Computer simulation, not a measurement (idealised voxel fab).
Process module heading - voxel wiring stack
Displayed cross-section: cut, width of 180 nm, square cells sized 5 nm.
If you're reading a cross-section in this doc, picture square cells in a grid; it comes to you as bands, top ones listed first down to the bottom, and a band can be one or more rows of cells.
First you get the band's top height and its bottom height, in nm, and then the materials it's made of, left to right, with each width in nm. If you see a single material with "edge to edge", that one covers the band edge to edge. "blank" is empty space.
Measure heights from 0. That's the level where, below it, the as-received wafer is all one material. The lowest band is bottomless and extends downward; write it as in "0 -> down".
Note: "30->40" means the width goes from the first number (top row of the band) to the second number (bottom row) in equal steps per row of cells.
"nothing different" means the step left every cell of the cross-section as it was.
Fully sealed voids: empty space of 8 cells or more with no open way to the top, each as width x height at its distance from the left edge, in nm
Whatever follows a step's settings on its line is a remark the simulator itself makes about that step.
overlay nm: mask right of planned place by this much (step with mask). Neg. = left.
# Steps in the process plan
1) RECEIVE: material Si
2) CONFORMAL_DEP: material SiO2, thk nm 10
3) CONFORMAL_DEP: material SiN, thk nm 5
4) DIRECTIONAL_DEP: material SiO2, thk nm 25
5) PATTERN: tone open, mask id METAL_1, material resist, width nm 30, pitch nm 60, thk nm 20, overlay nm 0
6) DIRECTIONAL_ETCH: etch materials SiO2, depth nm 25
7) DIRECTIONAL_ETCH: etch materials SiN, depth nm 5
8) STRIP: etch materials resist
9) CONFORMAL_DEP: material TiN, thk nm 5
10) FILL_DEP: material W, thk nm 5
11) CMP: height nm 40
12) CONFORMAL_DEP: material SiCN, thk nm 5
13) DIRECTIONAL_DEP: material SiO2, thk nm 10
14) MASKED_ETCH: tone open, mask id PLUG_1, width nm 15, etch materials SiO2, depth nm 10, overlay nm 0
15) MASKED_ETCH: tone open, mask id PLUG_1, width nm 15, etch materials SiCN, depth nm 5, overlay nm 0
16) CONFORMAL_DEP: material TiN, thk nm 5
17) FILL_DEP: material Cu, thk nm 5
18) CMP: height nm 55
19) DIRECTIONAL_DEP: material TiN, thk nm 5
20) DIRECTIONAL_DEP: material Ru, thk nm 25
21) PATTERN: tone cover, mask id METAL_2, material resist, width nm 30, pitch nm 60, thk nm 15, overlay nm 0
22) DIRECTIONAL_ETCH: etch materials Ru, depth nm 25
23) DIRECTIONAL_ETCH: etch materials TiN, depth nm 5
24) STRIP: etch materials resist
25) CONFORMAL_DEP: material SiCN, thk nm 5
26) FILL_DEP: material SiO2, thk nm 10
27) CMP: height nm 85
28) CONFORMAL_DEP: material SiCN, thk nm 5
29) DIRECTIONAL_DEP: material SiO2, thk nm 30
30) DIRECTIONAL_DEP: material aC, thk nm 10
31) PATTERN: tone open, mask id METAL_3_HOLES, material resist, width nm 15, pitch nm 60, thk nm 30, overlay nm 0
32) DIRECTIONAL_ETCH: etch materials aC, depth nm 10
33) STRIP: etch materials resist
34) DIRECTIONAL_ETCH: etch materials SiO2, depth nm 30
35) STRIP: etch materials aC
36) PATTERN: tone open, mask id METAL_3, material resist, width nm 30, pitch nm 60, thk nm 15, overlay nm 0
37) DIRECTIONAL_ETCH: etch materials SiO2, depth nm 20
38) DIRECTIONAL_ETCH: etch materials SiCN, depth nm 5
39) STRIP: etch materials resist
40) CONFORMAL_DEP: material TiN, thk nm 5
41) FILL_DEP: material Cu, thk nm 10
42) CMP: height nm 120
43) CONFORMAL_DEP: material SiN, thk nm 5
# Wafer cross-section on receipt, i.e. after step 1
    0 -> down | Si edge to edge
    Fully sealed voids: none
# Looking at the first of two wafers in cross-section at end of module - ran to plan
    125 -> 120 | SiN edge to edge
    120 -> 105 | SiO2 45 / TiN 5 / Cu 20 / TiN 5 / SiO2 30 / TiN 5 / Cu 20 / TiN 5 / SiO2 45
    105 -> 100 | SiO2 45 / TiN 5 / Cu 5 / TiN 20 / SiO2 30 / TiN 5 / Cu 5 / TiN 20 / SiO2 45
    100 -> 90 | SiO2 45 / TiN 5 / Cu 5 / TiN 5 / SiO2 45 / TiN 5 / Cu 5 / TiN 5 / SiO2 60
    90 -> 85 | SiCN 45 / TiN 15 / SiCN 45 / TiN 15 / SiCN 60
    85 -> 60 | SiO2 40 / SiCN 5 / Ru 30 / SiCN 5 / SiO2 20 / SiCN 5 / Ru 30 / SiCN 5 / SiO2 40
    60 -> 55 | SiCN 45 / TiN 30 / SiCN 30 / TiN 30 / SiCN 45
    55 -> 45 | SiO2 45 / TiN 5 / Cu 5 / TiN 5 / SiO2 120
    45 -> 40 | SiCN 45 / TiN 15 / SiCN 120
    40 -> 15 | SiO2 45 / TiN 5 / W 20 / TiN 5 / SiO2 30 / TiN 5 / W 20 / TiN 5 / SiO2 45
    15 -> 10 | SiN 45 / TiN 30 / SiN 30 / TiN 30 / SiN 45
    10 -> 0 | SiO2 edge to edge
    0 -> down | Si edge to edge
    Fully sealed voids: none
# Cross-section of the latter of the two wafers at module completion. It had an identical start and an identical plan to the former; in running it, one mistake was made
    125 -> 120 | SiN edge to edge
    120 -> 105 | SiO2 45 / TiN 5 / Cu 20 / TiN 5 / SiO2 30 / TiN 5 / Cu 20 / TiN 5 / SiO2 45
    105 -> 100 | SiO2 45 / TiN 5 / Cu 5 / TiN 20 / SiO2 30 / TiN 5 / Cu 5 / TiN 20 / SiO2 45
    100 -> 90 | SiO2 45 / TiN 5 / Cu 5 / TiN 5 / SiO2 45 / TiN 5 / Cu 5 / TiN 5 / SiO2 60
    90 -> 85 | SiCN 45 / TiN 15 / SiCN 45 / TiN 15 / SiCN 60
    85 -> 60 | SiO2 40 / SiCN 5 / Ru 30 / SiCN 5 / SiO2 20 / SiCN 5 / Ru 30 / SiCN 5 / SiO2 40
    60 -> 55 | SiCN 45 / TiN 30 / SiCN 30 / TiN 30 / SiCN 45
    55 -> 45 | SiO2 45 / TiN 5 / Cu 5 / TiN 5 / SiO2 120
    45 -> 40 | SiCN 45 / TiN 15 / SiCN 120
    40 -> 15 | SiO2 40 / TiN 5 / W 20 / TiN 5 / SiO2 30 / TiN 5 / W 20 / TiN 5 / SiO2 50
    15 -> 10 | SiN 40 / TiN 30 / SiN 30 / TiN 30 / SiN 50
    10 -> 0 | SiO2 edge to edge
    0 -> down | Si edge to edge
    Fully sealed voids: none
It is concluded that the wafer was processed incorrectly with respect to the plan, in that step 5 went in with a setting other than planned; the actual run was PATTERN: tone open, mask id METAL_1, material resist, width nm 30, pitch nm 60, thk nm 20, overlay nm -5
Heads up: at the end the two wafers have identical cell counts per material, they're just laid out differently.
